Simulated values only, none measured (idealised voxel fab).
process module | voxel self aligned vias
This is section cut - it's 205 nm across, gridded in 5 nm square cells.
A cross-section is a grid of square cells, given in bands from the top down. A band is one or more rows of cells. The band entry comprises the height of the band's top followed by the height of its bottom, expressed in nm, and subsequently the band's materials from left to right, each stated together with its width in nm. Where a single material is marked with the word "edge to edge", that material fills the band from edge to edge. The word "blank" represents empty space. Zero point of the height axis is 0; under it, received wafer = one material. Lowest band: continues down indefinitely, "0 nm and below". The expression "30..40" gives the width at the extremes of the band, the first number at its top row of cells and the second at its bottom row, with the width changing by equal amounts from each row to the next in between. "all unchanged" means the step left every cell of the cross-section as it was. Basically, "Listed closed voids" tells you about the enclosed voids: empty spaces with no open way to the top, 8 cells or bigger, each written width x height at distance, where distance is from the left edge, all in nm. Anything after a step's settings on that line? It's the simulator's own note about the step. "overlay nm" answers the question of how far to the right of plan the mask lay on a step that has a mask, and when it is negative the answer is to the left.

### List of planned process steps
step 1: op RECEIVE | material Si
step 2: op CONFORMAL_DEP | material SiO2 | thk nm 10
step 3: op CONFORMAL_DEP | material SiCN | thk nm 5
step 4: op DIRECTIONAL_DEP | material lowk | thk nm 30
step 5: op PATTERN | tone open | mask id LINES | material resist | width nm 20 | pitch nm 55 | thk nm 15 | overlay nm 0
step 6: op DIRECTIONAL_ETCH | etch materials lowk | depth nm 30
step 7: op STRIP | etch materials resist
step 8: op CONFORMAL_DEP | material TiN | thk nm 5
step 9: op FILL_DEP | material W | thk nm 5
step 10: op CMP | height nm 45
step 11: op SELECTIVE_ETCH | etch materials W Ru TiN | depth nm 10
step 12: op FILL_DEP | material SiN | thk nm 10
step 13: op CMP | height nm 45
step 14: op DIRECTIONAL_DEP | material lowk | thk nm 20
step 15: op DIRECTIONAL_DEP | material aC | thk nm 10
step 16: op PATTERN | tone open | mask id VIAS | material resist | width nm 30 | pitch nm 55 | thk nm 30 | overlay nm 0
step 17: op DIRECTIONAL_ETCH | etch materials aC | depth nm 10
step 18: op STRIP | etch materials resist
step 19: op DIRECTIONAL_ETCH | etch materials lowk | depth nm 20
step 20: op DIRECTIONAL_ETCH | etch materials SiN | depth nm 10
step 21: op STRIP | etch materials aC
step 22: op CONFORMAL_DEP | material TiN | thk nm 5
step 23: op FILL_DEP | material Ru | thk nm 5
step 24: op CMP | height nm 65
step 25: op CONFORMAL_DEP | material SiCN | thk nm 5

### First wafer out of two, processed as planned

### Delivered wafer in cross-section: state after step 1
0 nm and below | Si edge to edge
Listed closed voids: none

### Step 2 done - wafer cross-section
10 nm to 0 nm | SiO2 edge to edge
Whatever lies below 0 is exactly as it was before.

### Step 3 done - wafer cross-section
15 nm to 10 nm | SiCN edge to edge
Whatever lies below 10 is exactly as it was before.

### Step 4 done - wafer cross-section
45 nm to 15 nm | lowk edge to edge
Whatever lies below 15 is exactly as it was before.

### Step 5 done - wafer cross-section
60 nm to 45 nm | resist=35 / blank=20 / resist=35 / blank=20 / resist=35 / blank=20 / resist=40
Whatever lies below 45 is exactly as it was before.

### Step 6 done - wafer cross-section
60 nm to 45 nm | resist=35 / blank=20 / resist=35 / blank=20 / resist=35 / blank=20 / resist=40
45 nm to 15 nm | lowk=35 / blank=20 / lowk=35 / blank=20 / lowk=35 / blank=20 / lowk=40
Whatever lies below 15 is exactly as it was before.

### Step 7 done - wafer cross-section
45 nm to 15 nm | lowk=35 / blank=20 / lowk=35 / blank=20 / lowk=35 / blank=20 / lowk=40
Whatever lies below 15 is exactly as it was before.

### Step 8 done - wafer cross-section
50 nm to 45 nm | TiN=40 / blank=10 / TiN=45 / blank=10 / TiN=45 / blank=10 / TiN=45
45 nm to 20 nm | lowk=35 / TiN=5 / blank=10 / TiN=5 / lowk=35 / TiN=5 / blank=10 / TiN=5 / lowk=35 / TiN=5 / blank=10 / TiN=5 / lowk=40
20 nm to 15 nm | lowk=35 / TiN=20 / lowk=35 / TiN=20 / lowk=35 / TiN=20 / lowk=40
Whatever lies below 15 is exactly as it was before.

### Step 9 done - wafer cross-section
55 nm to 50 nm | W edge to edge
50 nm to 45 nm | TiN=40 / W=10 / TiN=45 / W=10 / TiN=45 / W=10 / TiN=45
45 nm to 20 nm | lowk=35 / TiN=5 / W=10 / TiN=5 / lowk=35 / TiN=5 / W=10 / TiN=5 / lowk=35 / TiN=5 / W=10 / TiN=5 / lowk=40
Whatever lies below 20 is exactly as it was before.

### Step 10 done - wafer cross-section
45 nm to 20 nm | lowk=35 / TiN=5 / W=10 / TiN=5 / lowk=35 / TiN=5 / W=10 / TiN=5 / lowk=35 / TiN=5 / W=10 / TiN=5 / lowk=40
Whatever lies below 20 is exactly as it was before.

### Step 11 done - wafer cross-section
45 nm to 35 nm | lowk=35 / blank=20 / lowk=35 / blank=20 / lowk=35 / blank=20 / lowk=40
Whatever lies below 35 is exactly as it was before.

### Step 12 done - wafer cross-section
55 nm to 45 nm | SiN edge to edge
45 nm to 35 nm | lowk=35 / SiN=20 / lowk=35 / SiN=20 / lowk=35 / SiN=20 / lowk=40
Whatever lies below 35 is exactly as it was before.

### Step 13 done - wafer cross-section
45 nm to 35 nm | lowk=35 / SiN=20 / lowk=35 / SiN=20 / lowk=35 / SiN=20 / lowk=40
Whatever lies below 35 is exactly as it was before.

### Step 14 done - wafer cross-section
65 nm to 45 nm | lowk edge to edge
Whatever lies below 45 is exactly as it was before.

### Step 15 done - wafer cross-section
75 nm to 65 nm | aC edge to edge
Whatever lies below 65 is exactly as it was before.

### Step 16 done - wafer cross-section
105 nm to 75 nm | resist=30 / blank=30 / resist=25 / blank=30 / resist=25 / blank=30 / resist=35
Whatever lies below 75 is exactly as it was before.

### Step 17 done - wafer cross-section
95 nm to 75 nm | resist=30 / blank=30 / resist=25 / blank=30 / resist=25 / blank=30 / resist=35
75 nm to 65 nm | aC=30 / blank=30 / aC=25 / blank=30 / aC=25 / blank=30 / aC=35
Whatever lies below 65 is exactly as it was before.

### Step 18 done - wafer cross-section
75 nm to 65 nm | aC=30 / blank=30 / aC=25 / blank=30 / aC=25 / blank=30 / aC=35
Whatever lies below 65 is exactly as it was before.

### Step 19 done - wafer cross-section
75 nm to 65 nm | aC=30 / blank=30 / aC=25 / blank=30 / aC=25 / blank=30 / aC=35
65 nm to 45 nm | lowk=30 / blank=30 / lowk=25 / blank=30 / lowk=25 / blank=30 / lowk=35
Whatever lies below 45 is exactly as it was before.

### Step 20 done - wafer cross-section
75 nm to 65 nm | aC=30 / blank=30 / aC=25 / blank=30 / aC=25 / blank=30 / aC=35
65 nm to 45 nm | lowk=30 / blank=30 / lowk=25 / blank=30 / lowk=25 / blank=30 / lowk=35
45 nm to 35 nm | lowk=35 / blank=20 / lowk=35 / blank=20 / lowk=35 / blank=20 / lowk=40
Whatever lies below 35 is exactly as it was before.

### Step 21 done - wafer cross-section
65 nm to 45 nm | lowk=30 / blank=30 / lowk=25 / blank=30 / lowk=25 / blank=30 / lowk=35
Whatever lies below 45 is exactly as it was before.

### Step 22 done - wafer cross-section
70 nm to 65 nm | TiN=35 / blank=20 / TiN=35 / blank=20 / TiN=35 / blank=20 / TiN=40
65 nm to 50 nm | lowk=30 / TiN=5 / blank=20 / TiN=5 / lowk=25 / TiN=5 / blank=20 / TiN=5 / lowk=25 / TiN=5 / blank=20 / TiN=5 / lowk=35
50 nm to 40 nm | lowk=30..35 / TiN=10..5 / blank=10 / TiN=10..5 / lowk=25..35 / TiN=10..5 / blank=10 / TiN=10..5 / lowk=25..35 / TiN=10..5 / blank=10 / TiN=10..5 / lowk=35..40
40 nm to 35 nm | lowk=35 / TiN=20 / lowk=35 / TiN=20 / lowk=35 / TiN=20 / lowk=40
Whatever lies below 35 is exactly as it was before.

### Step 23 done - wafer cross-section
75 nm to 70 nm | Ru edge to edge
70 nm to 65 nm | TiN=35 / Ru=20 / TiN=35 / Ru=20 / TiN=35 / Ru=20 / TiN=40
65 nm to 50 nm | lowk=30 / TiN=5 / Ru=20 / TiN=5 / lowk=25 / TiN=5 / Ru=20 / TiN=5 / lowk=25 / TiN=5 / Ru=20 / TiN=5 / lowk=35
50 nm to 40 nm | lowk=30..35 / TiN=10..5 / Ru=10 / TiN=10..5 / lowk=25..35 / TiN=10..5 / Ru=10 / TiN=10..5 / lowk=25..35 / TiN=10..5 / Ru=10 / TiN=10..5 / lowk=35..40
Whatever lies below 40 is exactly as it was before.

### Step 24 done - wafer cross-section
65 nm to 50 nm | lowk=30 / TiN=5 / Ru=20 / TiN=5 / lowk=25 / TiN=5 / Ru=20 / TiN=5 / lowk=25 / TiN=5 / Ru=20 / TiN=5 / lowk=35
Whatever lies below 50 is exactly as it was before.

### Step 25 done - wafer cross-section
70 nm to 65 nm | SiCN edge to edge
Whatever lies below 65 is exactly as it was before.

### Here the second wafer is described. Its start and its plan were those of the first wafer. Its run contained one mistake. Up to and including step 15, it did exactly what the first wafer did

### Cross-section of the second wafer corresponding to the planned conclusion of step 16
105 nm to 75 nm | resist=40 / blank=30 / resist=25 / blank=30 / resist=25 / blank=30 / resist=25
Whatever lies below 75 is exactly as it was before.

### Cross-section of the second wafer corresponding to the planned conclusion of step 17
95 nm to 75 nm | resist=40 / blank=30 / resist=25 / blank=30 / resist=25 / blank=30 / resist=25
75 nm to 65 nm | aC=40 / blank=30 / aC=25 / blank=30 / aC=25 / blank=30 / aC=25
Whatever lies below 65 is exactly as it was before.

### Cross-section of the second wafer corresponding to the planned conclusion of step 18
75 nm to 65 nm | aC=40 / blank=30 / aC=25 / blank=30 / aC=25 / blank=30 / aC=25
Whatever lies below 65 is exactly as it was before.

### Cross-section of the second wafer corresponding to the planned conclusion of step 19
75 nm to 65 nm | aC=40 / blank=30 / aC=25 / blank=30 / aC=25 / blank=30 / aC=25
65 nm to 45 nm | lowk=40 / blank=30 / lowk=25 / blank=30 / lowk=25 / blank=30 / lowk=25
Whatever lies below 45 is exactly as it was before.

### Cross-section of the second wafer corresponding to the planned conclusion of step 20
75 nm to 65 nm | aC=40 / blank=30 / aC=25 / blank=30 / aC=25 / blank=30 / aC=25
65 nm to 45 nm | lowk=40 / blank=30 / lowk=25 / blank=30 / lowk=25 / blank=30 / lowk=25
45 nm to 35 nm | lowk=35 / SiN=5 / blank=15 / lowk=35 / SiN=5 / blank=15 / lowk=35 / SiN=5 / blank=15 / lowk=40
Whatever lies below 35 is exactly as it was before.

### Cross-section of the second wafer corresponding to the planned conclusion of step 21
65 nm to 45 nm | lowk=40 / blank=30 / lowk=25 / blank=30 / lowk=25 / blank=30 / lowk=25
Whatever lies below 45 is exactly as it was before.

### Cross-section of the second wafer corresponding to the planned conclusion of step 22
70 nm to 65 nm | TiN=45 / blank=20 / TiN=35 / blank=20 / TiN=35 / blank=20 / TiN=30
65 nm to 50 nm | lowk=40 / TiN=5 / blank=20 / TiN=5 / lowk=25 / TiN=5 / blank=20 / TiN=5 / lowk=25 / TiN=5 / blank=20 / TiN=5 / lowk=25
50 nm to 45 nm | lowk=40 / TiN=5 / blank=5 / TiN=20 / lowk=25 / TiN=5 / blank=5 / TiN=20 / lowk=25 / TiN=5 / blank=5 / TiN=20 / lowk=25
45 nm to 40 nm | lowk=35 / SiN=5 / TiN=5 / blank=5 / TiN=5 / lowk=35 / SiN=5 / TiN=5 / blank=5 / TiN=5 / lowk=35 / SiN=5 / TiN=5 / blank=5 / TiN=5 / lowk=40
40 nm to 35 nm | lowk=35 / SiN=5 / TiN=15 / lowk=35 / SiN=5 / TiN=15 / lowk=35 / SiN=5 / TiN=15 / lowk=40
Whatever lies below 35 is exactly as it was before.

### Cross-section of the second wafer corresponding to the planned conclusion of step 23
75 nm to 70 nm | Ru edge to edge
70 nm to 65 nm | TiN=45 / Ru=20 / TiN=35 / Ru=20 / TiN=35 / Ru=20 / TiN=30
65 nm to 50 nm | lowk=40 / TiN=5 / Ru=20 / TiN=5 / lowk=25 / TiN=5 / Ru=20 / TiN=5 / lowk=25 / TiN=5 / Ru=20 / TiN=5 / lowk=25
50 nm to 45 nm | lowk=40 / TiN=5 / Ru=5 / TiN=20 / lowk=25 / TiN=5 / Ru=5 / TiN=20 / lowk=25 / TiN=5 / Ru=5 / TiN=20 / lowk=25
45 nm to 40 nm | lowk=35 / SiN=5 / TiN=5 / Ru=5 / TiN=5 / lowk=35 / SiN=5 / TiN=5 / Ru=5 / TiN=5 / lowk=35 / SiN=5 / TiN=5 / Ru=5 / TiN=5 / lowk=40
Whatever lies below 40 is exactly as it was before.

### Cross-section of the second wafer corresponding to the planned conclusion of step 24
65 nm to 50 nm | lowk=40 / TiN=5 / Ru=20 / TiN=5 / lowk=25 / TiN=5 / Ru=20 / TiN=5 / lowk=25 / TiN=5 / Ru=20 / TiN=5 / lowk=25
Whatever lies below 50 is exactly as it was before.

### Cross-section of the second wafer corresponding to the planned conclusion of step 25
70 nm to 65 nm | SiCN edge to edge
Whatever lies below 65 is exactly as it was before.
Error vs. plan: step 16 off recipe, ran as op PATTERN | tone open | mask id VIAS | material resist | width nm 30 | pitch nm 55 | thk nm 30 | overlay nm 10
Final difference in cells, second wafer against first, listed per material as more or fewer: Ru -6, SiN +6
